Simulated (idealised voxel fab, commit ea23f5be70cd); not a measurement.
This is a process module. Its name is voxel air gaps.
230 nm wide, 5 nm square cells: that's cross-section cut.
Bands, listed from the top down, are how a cross-section gets written in this document; the cross-section itself is a grid of square cells, and a band is one or more rows of them. Read a band's entry like this: the first values are the height of its top and the height of its bottom in nm, and what follows is the sequence of materials from left to right, each with its width in nm. Note that "blank" is empty space, and that a single material marked "full width" reaches across the band from edge to edge. For the purposes of this specification, 0 denotes the height below which the wafer in its as-received condition is composed wholly of one material, and the lowermost band, lacking a lower limit, extends downward without end, as expressed in "0 down". Width: "30..40" (first number = top row, second number = bottom row, same change from row to row of cells). Step note "everything unchanged" = no cross-section cell changed. Voids not open to the top, 8 cells minimum: see "Enclosed internal cavities". Written width x height at distance; distance is from the left edge; nm. Post-settings text on a step line: simulator's own remark regarding the step. You can add "overlay nm" to a step's line. For a step with a mask, it describes how far the mask lay to the right of its planned position, and a negative number describes a lay to the left.

**Process steps (planned)**
1. RECEIVE: material Si
2. CONFORMAL_DEP: material SiO2, thk nm 10
3. CONFORMAL_DEP: material SiN, thk nm 5
4. DIRECTIONAL_DEP: material lowk, thk nm 40
5. PATTERN: tone open, mask id LINES, material resist, width nm 20, pitch nm 45, thk nm 20, overlay nm 0
6. DIRECTIONAL_ETCH: etch materials lowk, depth nm 40
7. STRIP: etch materials resist
8. CONFORMAL_DEP: material TiN, thk nm 5
9. FILL_DEP: material Ru, thk nm 5
10. CMP: height nm 55
11. EPI: material Ru, thk nm 10
12. SELECTIVE_ETCH: etch materials lowk, depth nm 50
13. CONFORMAL_DEP: material SiCN, thk nm 5

**Wafer cross-section on receipt, i.e. after step 1**
> 0 down = Si full width
> Enclosed internal cavities: none

**Cross-section, end of module. Start: as above. Plan: as above. Execution: one mistake**
> 70 to 65 = 20 of blank, then 185 of SiN, then 25 of blank
> 65 to 55 = 20 of blank, then 5 of SiN, then 40 of Ru, then 5 of SiN, then 40 of Ru, then 5 of SiN, then 40 of Ru, then 5 of SiN, then 40 of Ru, then 5 of SiN, then 25 of blank
> 55 to 50 = 20 of blank, then 15 of SiN, then 5 of TiN, then 10 of Ru, then 5 of TiN, then 25 of SiN, then 5 of TiN, then 10 of Ru, then 5 of TiN, then 25 of SiN, then 5 of TiN, then 10 of Ru, then 5 of TiN, then 25 of SiN, then 5 of TiN, then 10 of Ru, then 5 of TiN, then 15 of SiN, then 25 of blank
> 50 to 20 = 30 of blank, then 5 of SiN, then 5 of TiN, then 10 of Ru, then 5 of TiN, then 5 of SiN, then 15 of blank, then 5 of SiN, then 5 of TiN, then 10 of Ru, then 5 of TiN, then 5 of SiN, then 15 of blank, then 5 of SiN, then 5 of TiN, then 10 of Ru, then 5 of TiN, then 5 of SiN, then 15 of blank, then 5 of SiN, then 5 of TiN, then 10 of Ru, then 5 of TiN, then 5 of SiN, then 35 of blank
> 20 to 15 = 35 of SiN, then 20 of TiN, then 25 of SiN, then 20 of TiN, then 25 of SiN, then 20 of TiN, then 25 of SiN, then 20 of TiN, then 40 of SiN
> 15 to 10 = SiN full width
> 10 to 0 = SiO2 full width
> 0 down = Si full width
> Enclosed internal cavities: 15 x 30 at 60; 15 x 30 at 105; 15 x 30 at 150
In executing the process, a mistake was made relative to the plan: step 13 did not happen as planned, as run it was CONFORMAL_DEP: material SiN, thk nm 5
